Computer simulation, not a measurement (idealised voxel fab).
The name of this process module is voxel plated lines.
Each square cell in cross-section cut measures 5 nm, and the section as a whole is 300 nm wide.
Notation: cross-section as square-cell grid; stated in bands, top first, going down; one or more cell rows per band.
What a band's entry tells you: where the top is and where the bottom is, as heights in nm, and after that what lies inside, material by material from left to right, each with its width in nm. Empty space is written as the word "blank", and a single material marked with the word "everywhere" occupies the band from edge to edge.
Below 0: as-received wafer, all one material; heights counted from there. Lowest band: no bottom, goes on down, written "from 0 down".
Note: "30..40" means the width goes from the first number (top row of the band) to the second number (bottom row) in equal steps per row of cells.
A step reported as "no modifications" is a step in which no cell of the cross-section changed.
Listed in "Sealed void listing": every empty space of 8 or more cells without an open way to the top. Form: width x height at distance, the distance being from the left edge, all in nm.
Read whatever lies past the settings on a step's line as the simulator's own remark about the step.
The line of a step may include "overlay nm". On a step with a mask, this value is how far to the right of its planned place the mask lay. A negative value means the mask lay to the left.

These are the steps we planned for the process:
- 1: RECEIVE,material Si
- 2: CONFORMAL_DEP,material Al2O3,thk nm 5
- 3: DIRECTIONAL_DEP,material TiN,thk nm 5
- 4: PATTERN,tone open,mask id LINES,material resist,width nm 20,pitch nm 35,thk nm 25,overlay nm -15
- 5: EPI,material Ru,thk nm 10
- 6: EPI,material Ru,thk nm 10
- 7: STRIP,etch materials resist
- 8: DIRECTIONAL_ETCH,etch materials TiN,depth nm 5
- 9: CONFORMAL_DEP,material SiN,thk nm 5
For this document, wafers share an identical start and vary in the step 4 overlay nm; the plan quotes the first wafer's value.

After step 1, as received: first of several wafers, cross-section:
    from 0 down: Si everywhere
    Sealed void listing: none

Take a look at the first of several wafers in cross-section: the module is done, and step 9 was its last step:
    from 35 to 30: blank=65 / SiN=30 / blank=5 / SiN=30 / blank=5 / SiN=30 / blank=5 / SiN=30 / blank=100
    from 30 to 10: blank=65 / SiN=5 / Ru=20 / SiN=5 / blank=5 / SiN=5 / Ru=20 / SiN=5 / blank=5 / SiN=5 / Ru=20 / SiN=5 / blank=5 / SiN=5 / Ru=20 / SiN=5 / blank=100
    from 10 to 5: SiN=70 / TiN=20 / SiN=15 / TiN=20 / SiN=15 / TiN=20 / SiN=15 / TiN=20 / SiN=105
    from 5 to 0: Al2O3 everywhere
    from 0 down: Si everywhere
    Sealed void listing: none

End of module, last wafer sectioned:
    from 35 to 30: blank=95 / SiN=30 / blank=5 / SiN=30 / blank=5 / SiN=30 / blank=5 / SiN=30 / blank=70
    from 30 to 10: blank=95 / SiN=5 / Ru=20 / SiN=5 / blank=5 / SiN=5 / Ru=20 / SiN=5 / blank=5 / SiN=5 / Ru=20 / SiN=5 / blank=5 / SiN=5 / Ru=20 / SiN=5 / blank=70
    from 10 to 5: SiN=100 / TiN=20 / SiN=15 / TiN=20 / SiN=15 / TiN=20 / SiN=15 / TiN=20 / SiN=75
    from 5 to 0: Al2O3 everywhere
    from 0 down: Si everywhere
    Sealed void listing: none

Row per wafer, end-of-module: cell gain (+)/loss (-) by material since the wafer came in, then closed voids:
overlay nm -15; +60 Al2O3; +64 Ru; +100 SiN; +16 TiN; Sealed void listing: none
overlay nm -10; +60 Al2O3; +64 Ru; +100 SiN; +16 TiN; Sealed void listing: none
overlay nm -5; +60 Al2O3; +64 Ru; +100 SiN; +16 TiN; Sealed void listing: none
overlay nm 0; +60 Al2O3; +64 Ru; +100 SiN; +16 TiN; Sealed void listing: none
overlay nm 5; +60 Al2O3; +64 Ru; +100 SiN; +16 TiN; Sealed void listing: none
overlay nm 10; +60 Al2O3; +64 Ru; +100 SiN; +16 TiN; Sealed void listing: none
overlay nm 15; +60 Al2O3; +64 Ru; +100 SiN; +16 TiN; Sealed void listing: none
